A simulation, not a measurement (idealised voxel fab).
A process module follows: voxel ribs on slabs.
Each square cell in cross-section cut measures 5 nm, and the section as a whole is 145 nm wide.
We lay out every cross-section as a grid of square cells and spell it out in bands from the top down, where one band means one or more rows of cells.
This entry defines a band. It first specifies the height of the band's top and the height of its bottom in nm, and then specifies the band's materials from left to right, stating each material with its width in nm. The word "full width" identifies a single material that fills the band from edge to edge, while the word "air" identifies empty space.
The reference from which all heights are counted is 0, the level beneath which the as-received wafer is entirely one material; the lowest band, having no lower bound, proceeds downward and is written after the example "0 and below".
So if you see something like "30..40" for the width, read it as the top row of the band sitting at the first number and the bottom row at the second, with every row in between moving by the same amount as the last.
Take "nothing different" at face value: in the step it is given for, the cross-section changed in none of its cells.
Empty spaces counting at least 8 cells and having no open way to the top are listed in "Completely sealed voids". The notation width x height at distance is used for each, the distance being from the left edge and all three values in nm.
Formally, on a step line, whatever follows the settings is a remark that the simulator itself makes on the step.
A step's line can hold "overlay nm"; with a mask on that step, the setting says how far right of the planned place the mask lay, while a negative setting says it lay to the left.

Set out below are the planned steps of the process:
| 1 | op RECEIVE | material Si |
| 2 | op DIRECTIONAL_DEP | material SiO2 | thk nm 25 |
| 3 | op DIRECTIONAL_DEP | material polySi | thk nm 25 |
| 4 | op MASKED_ETCH | tone cover | mask id RIB | width nm 20 | etch materials polySi | depth nm 10 | overlay nm 0 |
| 5 | op MASKED_ETCH | tone cover | mask id SLAB | width nm 70 | etch materials polySi | depth nm 15 | overlay nm 0 |
| 6 | op FILL_DEP | material SiO2 | thk nm 20 |
| 7 | op CMP | height nm 65 |
| 8 | op DIRECTIONAL_DEP | material W | thk nm 10 |
| 9 | op DIRECTIONAL_DEP | material aC | thk nm 15 |
| 10 | op PATTERN | tone cover | mask id HEATER | material resist | width nm 30 | thk nm 30 | overlay nm 0 |
| 11 | op DIRECTIONAL_ETCH | etch materials aC | depth nm 15 |
| 12 | op STRIP | etch materials resist |
| 13 | op DIRECTIONAL_ETCH | etch materials W | depth nm 10 |
| 14 | op STRIP | etch materials aC |
| 15 | op CONFORMAL_DEP | material SiN | thk nm 10 |

Delivered wafer in cross-section: state after step 1:
  0 and below: Si full width
  Completely sealed voids: none

Wafer cross-section at module end: first of two, run to plan:
  85 down to 75: 45 nm air / 50 nm SiN / 50 nm air
  75 down to 65: 55 nm SiN / 30 nm W / 60 nm SiN
  65 down to 50: SiO2 full width
  50 down to 40: 60 nm SiO2 / 20 nm polySi / 65 nm SiO2
  40 down to 25: 35 nm SiO2 / 70 nm polySi / 40 nm SiO2
  25 down to 0: SiO2 full width
  0 and below: Si full width
  Completely sealed voids: none

Here's the second of our two wafers sectioned at module end. Same start as the first, same plan, but one mistake got made running it:
  75 down to 65: 55 nm air / 30 nm W / 60 nm air
  65 down to 50: SiO2 full width
  50 down to 40: 60 nm SiO2 / 20 nm polySi / 65 nm SiO2
  40 down to 25: 35 nm SiO2 / 70 nm polySi / 40 nm SiO2
  25 down to 0: SiO2 full width
  0 and below: Si full width
  Completely sealed voids: none
What was the processing mistake? plan step 15: skipped, not run
at the end the second wafer has, in cells: 66 fewer of SiN
